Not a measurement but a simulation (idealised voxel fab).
process module | voxel ribs on slabs
cross-section cut | 155 nm wide | cells 5 nm
A cross-section is a grid of square cells, given in bands from the top down. A band is one or more rows of cells.
Each band's line starts with the height of the band's top and of its bottom, in nm. Then come its materials from left to right, each with its width in nm. One material with "throughout" fills the band from edge to edge. "air" is empty space.
Height 0 is the level under which the wafer as received is all one material. The lowest band goes on downwards, as in "0 down".
A width such as "30 to 40" changes by the same amount from each row of cells to the next, from the band's top row to its bottom row.
"no change" after a step means that no cell of the cross-section changed.
closed voids: empty space of 8 cells or more with no open way to the top, each as width x height at its distance from the left edge, in nm
after a step's settings: what the simulator itself notes on the step
overlay nm, on a step with a mask: how far to the right of its planned place the mask lay; to the left if negative
plan
1 op RECEIVE | material Si
2 op DIRECTIONAL_DEP | material SiO2 | thk nm 20
3 op DIRECTIONAL_DEP | material SiN | thk nm 15
4 op DIRECTIONAL_DEP | material aC | thk nm 15
5 op PATTERN | tone cover | mask id RIB | material resist | width nm 30 | thk nm 35 | overlay nm 0
6 op DIRECTIONAL_ETCH | etch materials aC | depth nm 15
7 op STRIP | etch materials resist
8 op DIRECTIONAL_ETCH | etch materials SiN | depth nm 10
9 op STRIP | etch materials aC
10 op MASKED_ETCH | tone cover | mask id SLAB | width nm 90 | etch materials SiN | depth nm 5 | overlay nm 0
11 op FILL_DEP | material SiO2 | thk nm 15
12 op CMP | height nm 45
13 op DIRECTIONAL_DEP | material W | thk nm 5
14 op MASKED_ETCH | tone cover | mask id HEATER | width nm 40 | etch materials W | depth nm 5 | overlay nm 0
15 op CONFORMAL_DEP | material SiN | thk nm 10
first wafer, as planned
as received, after step 1
  0 down: Si throughout
  closed voids: none
after step 2
  20 to 0: SiO2 throughout
  below 0: unchanged
after step 3
  35 to 20: SiN throughout
  below 20: unchanged
after step 4
  50 to 35: aC throughout
  below 35: unchanged
after step 5
  85 to 50: air 60 | resist 30 | air 65
  below 50: unchanged
after step 6
  70 to 50: air 60 | resist 30 | air 65
  50 to 35: air 60 | aC 30 | air 65
  below 35: unchanged
after step 7
  50 to 35: air 60 | aC 30 | air 65
  below 35: unchanged
after step 8
  50 to 35: air 60 | aC 30 | air 65
  35 to 25: air 60 | SiN 30 | air 65
  below 25: unchanged
after step 9
  35 to 25: air 60 | SiN 30 | air 65
  below 25: unchanged
after step 10
  35 to 25: air 60 | SiN 30 | air 65
  25 to 20: air 30 | SiN 90 | air 35
  below 20: unchanged
after step 11
  50 to 35: SiO2 throughout
  35 to 25: SiO2 60 | SiN 30 | SiO2 65
  25 to 20: SiO2 30 | SiN 90 | SiO2 35
  below 20: unchanged
after step 12
  45 to 35: SiO2 throughout
  below 35: unchanged
after step 13
  50 to 45: W throughout
  below 45: unchanged
after step 14
  50 to 45: air 55 | W 40 | air 60
  below 45: unchanged
after step 15
  60 to 55: air 45 | SiN 60 | air 50
  55 to 50: SiN throughout
  50 to 45: SiN 55 | W 40 | SiN 60
  below 45: unchanged
second wafer: like start, like plan, one mistake. Through step 9 it matches the first wafer
when step 10 should have ended
  35 to 25: air 60 | SiN 30 | air 65
  25 to 20: air 30 | SiN 95 | air 30
  below 20: unchanged
when step 11 should have ended
  50 to 35: SiO2 throughout
  35 to 25: SiO2 60 | SiN 30 | SiO2 65
  25 to 20: SiO2 30 | SiN 95 | SiO2 30
  below 20: unchanged
when step 12 should have ended
  45 to 35: SiO2 throughout
  below 35: unchanged
when step 13 should have ended
  50 to 45: W throughout
  below 45: unchanged
when step 14 should have ended
  50 to 45: air 55 | W 40 | air 60
  below 45: unchanged
when step 15 should have ended
  60 to 55: air 45 | SiN 60 | air 50
  55 to 50: SiN throughout
  50 to 45: SiN 55 | W 40 | SiN 60
  below 45: unchanged
what went wrong: step 10 ran as: op MASKED_ETCH | tone cover | mask id SLAB | width nm 95 | etch materials SiN | depth nm 5 | overlay nm 0
at the end the second wafer has, in cells: 1 more of SiN | 1 fewer of SiO2
